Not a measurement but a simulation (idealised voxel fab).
process module | voxel transistor to metal
cross-section cut | 155 nm wide | cells 5 nm
A cross-section is a grid of square cells, given in bands from the top down. A band is one or more rows of cells.
Each band's line starts with the height of the band's top and of its bottom, in nm. Then come its materials from left to right, each with its width in nm. One material with "throughout" fills the band from edge to edge. "air" is empty space.
Height 0 is the level under which the wafer as received is all one material. The lowest band goes on downwards, as in "0 down".
A width such as "30 to 40" changes by the same amount from each row of cells to the next, from the band's top row to its bottom row.
"no change" after a step means that no cell of the cross-section changed.
closed voids: empty space of 8 cells or more with no open way to the top, each as width x height at its distance from the left edge, in nm
after a step's settings: what the simulator itself notes on the step
overlay nm, on a step with a mask: how far to the right of its planned place the mask lay; to the left if negative
plan
1 op RECEIVE | material Si
2 op OXIDIZE | depth nm 5
3 op CONFORMAL_DEP | material SiN | thk nm 10
4 op PATTERN | tone cover | mask id ACTIVE | material resist | width nm 100 | thk nm 20 | overlay nm 0
5 op DIRECTIONAL_ETCH | etch materials SiN | depth nm 10
6 op DIRECTIONAL_ETCH | etch materials SiO2 | depth nm 5
7 op DIRECTIONAL_ETCH | etch materials Si | depth nm 20
8 op STRIP | etch materials resist
9 op OXIDIZE | depth nm 5
10 op FILL_DEP | material SiO2 | thk nm 5
11 op CMP | height nm 10
12 op SELECTIVE_ETCH | etch materials SiO2 | depth nm 10
13 op STRIP | etch materials SiN
14 op SELECTIVE_ETCH | etch materials SiO2 | depth nm 5
15 op OXIDIZE | depth nm 5
16 op DIRECTIONAL_DEP | material polySi | thk nm 20
17 op DIRECTIONAL_DEP | material SiCN | thk nm 10
18 op PATTERN | tone cover | mask id GATE | material resist | width nm 20 | thk nm 20 | overlay nm 0
19 op DIRECTIONAL_ETCH | etch materials SiCN | depth nm 20
20 op DIRECTIONAL_ETCH | etch materials polySi | depth nm 30
21 op STRIP | etch materials resist
22 op CONFORMAL_DEP | material SiN | thk nm 5
23 op DIRECTIONAL_ETCH | etch materials SiN | depth nm 5
24 op DIRECTIONAL_ETCH | etch materials SiO2 | depth nm 5
25 op DIRECTIONAL_ETCH | etch materials Si | depth nm 5
26 op EPI | material pSi | thk nm 5
27 op FILL_DEP | material SiO2 | thk nm 10
28 op CMP | height nm 25
29 op DIRECTIONAL_DEP | material SiO2 | thk nm 15
30 op PATTERN | tone open | mask id CONTACT | material resist | width nm 30 | pitch nm 60 | thk nm 15 | overlay nm 0
31 op DIRECTIONAL_ETCH | etch materials SiO2 | depth nm 50
32 op STRIP | etch materials resist
33 op CONFORMAL_DEP | material TiN | thk nm 5
34 op FILL_DEP | material Ru | thk nm 10
35 op CMP | height nm 40
36 op CONFORMAL_DEP | material SiCN | thk nm 5
37 op DIRECTIONAL_DEP | material SiO2 | thk nm 20
38 op DIRECTIONAL_DEP | material aC | thk nm 10
39 op PATTERN | tone open | mask id METAL_1 | material resist | width nm 20 | pitch nm 70 | thk nm 25 | overlay nm 0
40 op DIRECTIONAL_ETCH | etch materials aC | depth nm 10
41 op STRIP | etch materials resist
42 op DIRECTIONAL_ETCH | etch materials SiO2 | depth nm 20
43 op DIRECTIONAL_ETCH | etch materials SiCN | depth nm 5
44 op STRIP | etch materials aC
45 op CONFORMAL_DEP | material TiN | thk nm 5
46 op FILL_DEP | material Ru | thk nm 10
47 op CMP | height nm 65
48 op EPI | material Ru | thk nm 5
49 op FILL_DEP | material SiCN | thk nm 5
50 op DIRECTIONAL_DEP | material lowk | thk nm 30
51 op MASKED_ETCH | tone open | mask id METAL_2 | width nm 20 | pitch nm 70 | etch materials lowk | depth nm 15 | overlay nm 0
52 op MASKED_ETCH | tone open | mask id METAL_2_HOLES | width nm 15 | pitch nm 70 | etch materials lowk | depth nm 15 | overlay nm 0
53 op MASKED_ETCH | tone open | mask id METAL_2_HOLES | width nm 15 | pitch nm 70 | etch materials SiCN | depth nm 5 | overlay nm 0
54 op CONFORMAL_DEP | material TiN | thk nm 5
55 op FILL_DEP | material Ru | thk nm 10
56 op CMP | height nm 105
57 op CONFORMAL_DEP | material SiN | thk nm 5
as received, after step 1
  0 down: Si throughout
  closed voids: none
first wafer at the end, as planned
  110 to 105: SiN throughout
  105 to 95: lowk 30 | TiN 5 | Ru 10 | TiN 5 | lowk 50 | TiN 5 | Ru 10 | TiN 5 | lowk 35
  95 to 90: lowk 30 | TiN 5 | Ru 5 | TiN 10 | lowk 50 | TiN 5 | Ru 5 | TiN 10 | lowk 35
  90 to 75: lowk 30 | TiN 5 | Ru 5 | TiN 5 | lowk 55 | TiN 5 | Ru 5 | TiN 5 | lowk 40
  75 to 70: SiCN 30 | TiN 15 | SiCN 55 | TiN 15 | SiCN 40
  70 to 65: SiCN 25 | Ru 30 | SiCN 40 | Ru 30 | SiCN 30
  65 to 45: SiO2 30 | TiN 5 | Ru 10 | TiN 5 | SiO2 50 | TiN 5 | Ru 10 | TiN 5 | SiO2 35
  45 to 40: SiCN 30 | TiN 20 | SiCN 50 | TiN 20 | SiCN 35
  40 to 25: SiO2 30 | TiN 5 | Ru 20 | TiN 5 | SiO2 30 | TiN 5 | Ru 20 | TiN 5 | SiO2 35
  25 to 15: SiO2 30 | TiN 5 | Ru 20 | TiN 5 | SiN 5 | SiCN 20 | SiN 5 | TiN 5 | Ru 20 | TiN 5 | SiO2 35
  15 to 0: SiO2 30 | TiN 5 | Ru 20 | TiN 5 | SiN 5 | polySi 20 | SiN 5 | TiN 5 | Ru 20 | TiN 5 | SiO2 35
  0 to -5: SiO2 30 | TiN 5 | Ru 15 | TiN 10 | SiN 5 | polySi 20 | SiN 5 | TiN 10 | Ru 15 | TiN 5 | SiO2 35
  -5 to -10: SiO2 30 | TiN 25 | pSi 5 | SiO2 30 | pSi 5 | TiN 25 | SiO2 35
  -10 to -15: SiO2 30 | pSi 30 | Si 30 | pSi 30 | SiO2 35
  -15 to -30: SiO2 30 | Si 90 | SiO2 35
  -30 down: Si throughout
  closed voids: none
second wafer at the end: like start, like plan, one mistake
  110 to 105: SiN throughout
  105 to 95: lowk 30 | TiN 5 | Ru 15 | TiN 5 | lowk 45 | TiN 5 | Ru 15 | TiN 5 | lowk 30
  95 to 90: lowk 30 | TiN 5 | Ru 5 | TiN 15 | lowk 45 | TiN 5 | Ru 5 | TiN 15 | lowk 30
  90 to 75: lowk 30 | TiN 5 | Ru 5 | TiN 5 | lowk 55 | TiN 5 | Ru 5 | TiN 5 | lowk 40
  75 to 70: SiCN 30 | TiN 15 | SiCN 55 | TiN 15 | SiCN 40
  70 to 65: SiCN 25 | Ru 30 | SiCN 40 | Ru 30 | SiCN 30
  65 to 45: SiO2 30 | TiN 5 | Ru 10 | TiN 5 | SiO2 50 | TiN 5 | Ru 10 | TiN 5 | SiO2 35
  45 to 40: SiCN 30 | TiN 20 | SiCN 50 | TiN 20 | SiCN 35
  40 to 25: SiO2 30 | TiN 5 | Ru 20 | TiN 5 | SiO2 30 | TiN 5 | Ru 20 | TiN 5 | SiO2 35
  25 to 15: SiO2 30 | TiN 5 | Ru 20 | TiN 5 | SiN 5 | SiCN 20 | SiN 5 | TiN 5 | Ru 20 | TiN 5 | SiO2 35
  15 to 0: SiO2 30 | TiN 5 | Ru 20 | TiN 5 | SiN 5 | polySi 20 | SiN 5 | TiN 5 | Ru 20 | TiN 5 | SiO2 35
  0 to -5: SiO2 30 | TiN 5 | Ru 15 | TiN 10 | SiN 5 | polySi 20 | SiN 5 | TiN 10 | Ru 15 | TiN 5 | SiO2 35
  -5 to -10: SiO2 30 | TiN 25 | pSi 5 | SiO2 30 | pSi 5 | TiN 25 | SiO2 35
  -10 to -15: SiO2 30 | pSi 30 | Si 30 | pSi 30 | SiO2 35
  -15 to -30: SiO2 30 | Si 90 | SiO2 35
  -30 down: Si throughout
  closed voids: none
what went wrong: step 51 ran as: op MASKED_ETCH | tone open | mask id METAL_2 | width nm 25 | pitch nm 70 | etch materials lowk | depth nm 15 | overlay nm 0
at the end the second wafer has, in cells: 4 more of Ru | 2 more of TiN | 6 fewer of lowk
